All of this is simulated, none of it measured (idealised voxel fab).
The name of this process module is voxel lift off.
Pictured: cross-section cut, 300 nm wide, on a grid of 5 nm square cells.
Reading order for cross-sections: top band down to bottom band. Underlying form: a grid of square cells. Band size: one or more rows of cells.
A band entry consists of two parts. The first gives the height of the band's top and the height of its bottom, in nm. The rest lists the band's materials from left to right, each with its width in nm. A single material labelled with the word "everywhere" fills the band from edge to edge, and the word "empty" marks empty space.
Height datum 0, below which the as-received substrate wafer is one material. Lowest band open at the bottom, running downward: "top 0, no bottom".
A two-number width, for instance "30..40", indicates that the width is equal to the first number in the top row of the band and to the second number in the bottom row, and that it changes by a constant amount per row of cells.
No cell of the cross-section changed in a step that is given as "no change".
Entry "Enclosed voids" = empty spaces >= 8 cells with no open way to the top; each as width x height at distance, distance from left edge, all nm.
On a step's line, text after the settings is the simulator commenting on that step.
You can add "overlay nm" to a step's line. For a step with a mask, it describes how far the mask lay to the right of its planned position, and a negative number describes a lay to the left.
Intended process steps:
1,RECEIVE with material Si
2,CONFORMAL_DEP with material SiN, thk nm 10
3,PATTERN with tone open, mask id LINES, material resist, width nm 20, pitch nm 60, thk nm 15, overlay nm 0
4,DIRECTIONAL_DEP with material Ru, thk nm 5
5,STRIP with etch materials resist
6,CONFORMAL_DEP with material SiN, thk nm 5
Where the wafers of this document differ is in the width nm of step 3; they start out the same, and the plan states the value that applied to the first wafer.
Cross-section, first of several wafers, as delivered after step 1:
top 0, no bottom | Si everywhere
Enclosed voids: none
For your reference, the table is organized with a row per wafer; each row reflects the wafer at the end of the module, indicating for each material the cells gained (+) or lost (-) since receipt, and thereafter its closed voids:
width nm 20, +16 Ru, +188 SiN, Enclosed voids: none
width nm 25, +20 Ru, +188 SiN, Enclosed voids: none
width nm 30, +24 Ru, +188 SiN, Enclosed voids: none
width nm 35, +28 Ru, +188 SiN, Enclosed voids: none
width nm 40, +32 Ru, +188 SiN, Enclosed voids: none
width nm 45, +36 Ru, +188 SiN, Enclosed voids: none
